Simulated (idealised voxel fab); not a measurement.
process module | voxel gate over fins
cross-section cut | 155 nm wide | cells 5 nm
A cross-section is a grid of square cells, given in bands from the top down. A band is one or more rows of cells.
Each band's line starts with the height of the band's top and of its bottom, in nm. Then come its materials from left to right, each with its width in nm. One material with "throughout" fills the band from edge to edge. "air" is empty space.
Height 0 is the level under which the wafer as received is all one material. The lowest band goes on downwards, as in "0 down".
A width such as "30 to 40" changes by the same amount from each row of cells to the next, from the band's top row to its bottom row.
"no change" after a step means that no cell of the cross-section changed.
closed voids: empty space of 8 cells or more with no open way to the top, each as width x height at its distance from the left edge, in nm
after a step's settings: what the simulator itself notes on the step
overlay nm, on a step with a mask: how far to the right of its planned place the mask lay; to the left if negative
plan
1 op RECEIVE | material Si
2 op CONFORMAL_DEP | material SiN | thk nm 10
3 op DIRECTIONAL_DEP | material aC | thk nm 15
4 op PATTERN | tone cover | mask id FINS | material resist | width nm 15 | pitch nm 50 | thk nm 35 | overlay nm 0
5 op DIRECTIONAL_ETCH | etch materials aC | depth nm 15
6 op STRIP | etch materials resist
7 op DIRECTIONAL_ETCH | etch materials SiN | depth nm 10
8 op DIRECTIONAL_ETCH | etch materials Si | depth nm 35
9 op STRIP | etch materials aC
10 op FILL_DEP | material SiO2 | thk nm 5
11 op CMP | height nm 10
12 op DIRECTIONAL_DEP | material aC | thk nm 10
13 op PATTERN | tone open | mask id RAIL | material resist | width nm 15 | thk nm 30 | overlay nm 0
14 op DIRECTIONAL_ETCH | etch materials aC | depth nm 10
15 op STRIP | etch materials resist
16 op DIRECTIONAL_ETCH | etch materials SiO2 | depth nm 40
17 op STRIP | etch materials aC
18 op CONFORMAL_DEP | material TiN | thk nm 5
19 op FILL_DEP | material W | thk nm 5
20 op CMP | height nm 10
21 op SELECTIVE_ETCH | etch materials W Ru TiN | depth nm 25
22 op FILL_DEP | material SiO2 | thk nm 5
23 op CMP | height nm 10
24 op SELECTIVE_ETCH | etch materials SiO2 | depth nm 20
25 op STRIP | etch materials SiN
26 op CONFORMAL_DEP | material HfO2 | thk nm 5
27 op CONFORMAL_DEP | material TiN | thk nm 5
28 op FILL_DEP | material W | thk nm 15
29 op CMP | height nm 20
30 op CONFORMAL_DEP | material SiN | thk nm 10
first wafer, as planned
as received, after step 1
  0 down: Si throughout
  closed voids: none
after step 2
  10 to 0: SiN throughout
  below 0: unchanged
after step 3
  25 to 10: aC throughout
  below 10: unchanged
after step 4
  60 to 25: air 20 | resist 15 | air 35 | resist 15 | air 35 | resist 15 | air 20
  below 25: unchanged
after step 5
  45 to 25: air 20 | resist 15 | air 35 | resist 15 | air 35 | resist 15 | air 20
  25 to 10: air 20 | aC 15 | air 35 | aC 15 | air 35 | aC 15 | air 20
  below 10: unchanged
after step 6
  25 to 10: air 20 | aC 15 | air 35 | aC 15 | air 35 | aC 15 | air 20
  below 10: unchanged
after step 7
  25 to 10: air 20 | aC 15 | air 35 | aC 15 | air 35 | aC 15 | air 20
  10 to 0: air 20 | SiN 15 | air 35 | SiN 15 | air 35 | SiN 15 | air 20
  below 0: unchanged
after step 8
  25 to 10: air 20 | aC 15 | air 35 | aC 15 | air 35 | aC 15 | air 20
  10 to 0: air 20 | SiN 15 | air 35 | SiN 15 | air 35 | SiN 15 | air 20
  0 to -35: air 20 | Si 15 | air 35 | Si 15 | air 35 | Si 15 | air 20
  below -35: unchanged
after step 9
  10 to 0: air 20 | SiN 15 | air 35 | SiN 15 | air 35 | SiN 15 | air 20
  below 0: unchanged
after step 10
  15 to 10: SiO2 throughout
  10 to 0: SiO2 20 | SiN 15 | SiO2 35 | SiN 15 | SiO2 35 | SiN 15 | SiO2 20
  0 to -35: SiO2 20 | Si 15 | SiO2 35 | Si 15 | SiO2 35 | Si 15 | SiO2 20
  below -35: unchanged
after step 11
  10 to 0: SiO2 20 | SiN 15 | SiO2 35 | SiN 15 | SiO2 35 | SiN 15 | SiO2 20
  below 0: unchanged
after step 12
  20 to 10: aC throughout
  below 10: unchanged
after step 13
  50 to 20: resist 45 | air 15 | resist 95
  below 20: unchanged
after step 14
  40 to 20: resist 45 | air 15 | resist 95
  20 to 10: aC 45 | air 15 | aC 95
  below 10: unchanged
after step 15
  20 to 10: aC 45 | air 15 | aC 95
  below 10: unchanged
after step 16
  20 to 10: aC 45 | air 15 | aC 95
  10 to 0: SiO2 20 | SiN 15 | SiO2 10 | air 15 | SiO2 10 | SiN 15 | SiO2 35 | SiN 15 | SiO2 20
  0 to -30: SiO2 20 | Si 15 | SiO2 10 | air 15 | SiO2 10 | Si 15 | SiO2 35 | Si 15 | SiO2 20
  below -30: unchanged
after step 17
  10 to 0: SiO2 20 | SiN 15 | SiO2 10 | air 15 | SiO2 10 | SiN 15 | SiO2 35 | SiN 15 | SiO2 20
  below 0: unchanged
after step 18
  15 to 10: TiN 50 | air 5 | TiN 100
  10 to 0: SiO2 20 | SiN 15 | SiO2 10 | TiN 5 | air 5 | TiN 5 | SiO2 10 | SiN 15 | SiO2 35 | SiN 15 | SiO2 20
  0 to -25: SiO2 20 | Si 15 | SiO2 10 | TiN 5 | air 5 | TiN 5 | SiO2 10 | Si 15 | SiO2 35 | Si 15 | SiO2 20
  -25 to -30: SiO2 20 | Si 15 | SiO2 10 | TiN 15 | SiO2 10 | Si 15 | SiO2 35 | Si 15 | SiO2 20
  below -30: unchanged
after step 19
  20 to 15: W throughout
  15 to 10: TiN 50 | W 5 | TiN 100
  10 to 0: SiO2 20 | SiN 15 | SiO2 10 | TiN 5 | W 5 | TiN 5 | SiO2 10 | SiN 15 | SiO2 35 | SiN 15 | SiO2 20
  0 to -25: SiO2 20 | Si 15 | SiO2 10 | TiN 5 | W 5 | TiN 5 | SiO2 10 | Si 15 | SiO2 35 | Si 15 | SiO2 20
  below -25: unchanged
after step 20
  10 to 0: SiO2 20 | SiN 15 | SiO2 10 | TiN 5 | W 5 | TiN 5 | SiO2 10 | SiN 15 | SiO2 35 | SiN 15 | SiO2 20
  below 0: unchanged
after step 21
  10 to 0: SiO2 20 | SiN 15 | SiO2 10 | air 15 | SiO2 10 | SiN 15 | SiO2 35 | SiN 15 | SiO2 20
  0 to -15: SiO2 20 | Si 15 | SiO2 10 | air 15 | SiO2 10 | Si 15 | SiO2 35 | Si 15 | SiO2 20
  below -15: unchanged
after step 22
  15 to 10: SiO2 throughout
  10 to 0: SiO2 20 | SiN 15 | SiO2 35 | SiN 15 | SiO2 35 | SiN 15 | SiO2 20
  0 to -15: SiO2 20 | Si 15 | SiO2 35 | Si 15 | SiO2 35 | Si 15 | SiO2 20
  below -15: unchanged
after step 23
  10 to 0: SiO2 20 | SiN 15 | SiO2 35 | SiN 15 | SiO2 35 | SiN 15 | SiO2 20
  below 0: unchanged
after step 24
  10 to 0: air 20 | SiN 15 | air 35 | SiN 15 | air 35 | SiN 15 | air 20
  0 to -10: air 20 | Si 15 | air 35 | Si 15 | air 35 | Si 15 | air 20
  below -10: unchanged
after step 25
  0 to -10: air 20 | Si 15 | air 35 | Si 15 | air 35 | Si 15 | air 20
  below -10: unchanged
after step 26
  5 to 0: air 15 | HfO2 25 | air 25 | HfO2 25 | air 25 | HfO2 25 | air 15
  0 to -5: air 15 | HfO2 5 | Si 15 | HfO2 5 | air 25 | HfO2 5 | Si 15 | HfO2 5 | air 25 | HfO2 5 | Si 15 | HfO2 5 | air 15
  -5 to -10: HfO2 20 | Si 15 | HfO2 35 | Si 15 | HfO2 35 | Si 15 | HfO2 20
  below -10: unchanged
after step 27
  10 to 5: air 10 | TiN 35 | air 15 | TiN 35 | air 15 | TiN 35 | air 10
  5 to 0: air 10 | TiN 5 | HfO2 25 | TiN 5 | air 15 | TiN 5 | HfO2 25 | TiN 5 | air 15 | TiN 5 | HfO2 25 | TiN 5 | air 10
  0 to -5: TiN 15 | HfO2 5 | Si 15 | HfO2 5 | TiN 25 | HfO2 5 | Si 15 | HfO2 5 | TiN 25 | HfO2 5 | Si 15 | HfO2 5 | TiN 15
  below -5: unchanged
after step 28
  25 to 10: W throughout
  10 to 5: W 10 | TiN 35 | W 15 | TiN 35 | W 15 | TiN 35 | W 10
  5 to 0: W 10 | TiN 5 | HfO2 25 | TiN 5 | W 15 | TiN 5 | HfO2 25 | TiN 5 | W 15 | TiN 5 | HfO2 25 | TiN 5 | W 10
  below 0: unchanged
after step 29
  20 to 10: W throughout
  below 10: unchanged
after step 30
  30 to 20: SiN throughout
  below 20: unchanged
second wafer: like start, like plan, one mistake. Through step 23 it matches the first wafer
when step 24 should have ended
  10 to 0: air 20 | SiN 15 | air 35 | SiN 15 | air 35 | SiN 15 | air 20
  0 to -15: air 20 | Si 15 | air 35 | Si 15 | air 35 | Si 15 | air 20
  -15 to -25: air 20 | Si 15 | air 10 | TiN 5 | W 5 | TiN 5 | air 10 | Si 15 | air 35 | Si 15 | air 20
  -25 to -30: air 20 | Si 15 | air 10 | TiN 15 | air 10 | Si 15 | air 35 | Si 15 | air 20
  below -30: unchanged
when step 25 should have ended
  0 to -15: air 20 | Si 15 | air 35 | Si 15 | air 35 | Si 15 | air 20
  below -15: unchanged
when step 26 should have ended
  5 to 0: air 15 | HfO2 25 | air 25 | HfO2 25 | air 25 | HfO2 25 | air 15
  0 to -10: air 15 | HfO2 5 | Si 15 | HfO2 5 | air 25 | HfO2 5 | Si 15 | HfO2 5 | air 25 | HfO2 5 | Si 15 | HfO2 5 | air 15
  -10 to -15: air 15 | HfO2 5 | Si 15 | HfO2 35 | Si 15 | HfO2 5 | air 25 | HfO2 5 | Si 15 | HfO2 5 | air 15
  -15 to -25: air 15 | HfO2 5 | Si 15 | HfO2 10 | TiN 5 | W 5 | TiN 5 | HfO2 10 | Si 15 | HfO2 5 | air 25 | HfO2 5 | Si 15 | HfO2 5 | air 15
  -25 to -30: HfO2 20 | Si 15 | HfO2 10 | TiN 15 | HfO2 10 | Si 15 | HfO2 35 | Si 15 | HfO2 20
  below -30: unchanged
when step 27 should have ended
  10 to 5: air 10 | TiN 35 | air 15 | TiN 35 | air 15 | TiN 35 | air 10
  5 to 0: air 10 | TiN 5 | HfO2 25 | TiN 5 | air 15 | TiN 5 | HfO2 25 | TiN 5 | air 15 | TiN 5 | HfO2 25 | TiN 5 | air 10
  0 to -5: air 10 | TiN 5 | HfO2 5 | Si 15 | HfO2 5 | TiN 5 | air 15 | TiN 5 | HfO2 5 | Si 15 | HfO2 5 | TiN 5 | air 15 | TiN 5 | HfO2 5 | Si 15 | HfO2 5 | TiN 5 | air 10
  -5 to -10: air 10 | TiN 5 | HfO2 5 | Si 15 | HfO2 5 | TiN 25 | HfO2 5 | Si 15 | HfO2 5 | TiN 5 | air 15 | TiN 5 | HfO2 5 | Si 15 | HfO2 5 | TiN 5 | air 10
  -10 to -15: air 10 | TiN 5 | HfO2 5 | Si 15 | HfO2 35 | Si 15 | HfO2 5 | TiN 5 | air 15 | TiN 5 | HfO2 5 | Si 15 | HfO2 5 | TiN 5 | air 10
  -15 to -20: air 10 | TiN 5 | HfO2 5 | Si 15 | HfO2 10 | TiN 5 | W 5 | TiN 5 | HfO2 10 | Si 15 | HfO2 5 | TiN 5 | air 15 | TiN 5 | HfO2 5 | Si 15 | HfO2 5 | TiN 5 | air 10
  -20 to -25: TiN 15 | HfO2 5 | Si 15 | HfO2 10 | TiN 5 | W 5 | TiN 5 | HfO2 10 | Si 15 | HfO2 5 | TiN 25 | HfO2 5 | Si 15 | HfO2 5 | TiN 15
  below -25: unchanged
when step 28 should have ended
  25 to 10: W throughout
  10 to 5: W 10 | TiN 35 | W 15 | TiN 35 | W 15 | TiN 35 | W 10
  5 to 0: W 10 | TiN 5 | HfO2 25 | TiN 5 | W 15 | TiN 5 | HfO2 25 | TiN 5 | W 15 | TiN 5 | HfO2 25 | TiN 5 | W 10
  0 to -5: W 10 | TiN 5 | HfO2 5 | Si 15 | HfO2 5 | TiN 5 | W 15 | TiN 5 | HfO2 5 | Si 15 | HfO2 5 | TiN 5 | W 15 | TiN 5 | HfO2 5 | Si 15 | HfO2 5 | TiN 5 | W 10
  -5 to -10: W 10 | TiN 5 | HfO2 5 | Si 15 | HfO2 5 | TiN 25 | HfO2 5 | Si 15 | HfO2 5 | TiN 5 | W 15 | TiN 5 | HfO2 5 | Si 15 | HfO2 5 | TiN 5 | W 10
  -10 to -15: W 10 | TiN 5 | HfO2 5 | Si 15 | HfO2 35 | Si 15 | HfO2 5 | TiN 5 | W 15 | TiN 5 | HfO2 5 | Si 15 | HfO2 5 | TiN 5 | W 10
  -15 to -20: W 10 | TiN 5 | HfO2 5 | Si 15 | HfO2 10 | TiN 5 | W 5 | TiN 5 | HfO2 10 | Si 15 | HfO2 5 | TiN 5 | W 15 | TiN 5 | HfO2 5 | Si 15 | HfO2 5 | TiN 5 | W 10
  below -20: unchanged
when step 29 should have ended
  20 to 10: W throughout
  below 10: unchanged
when step 30 should have ended
  30 to 20: SiN throughout
  below 20: unchanged
what went wrong: step 24 was run twice
at the end the second wafer has, in cells: 30 more of HfO2 | 79 fewer of SiO2 | 18 more of TiN | 31 more of W
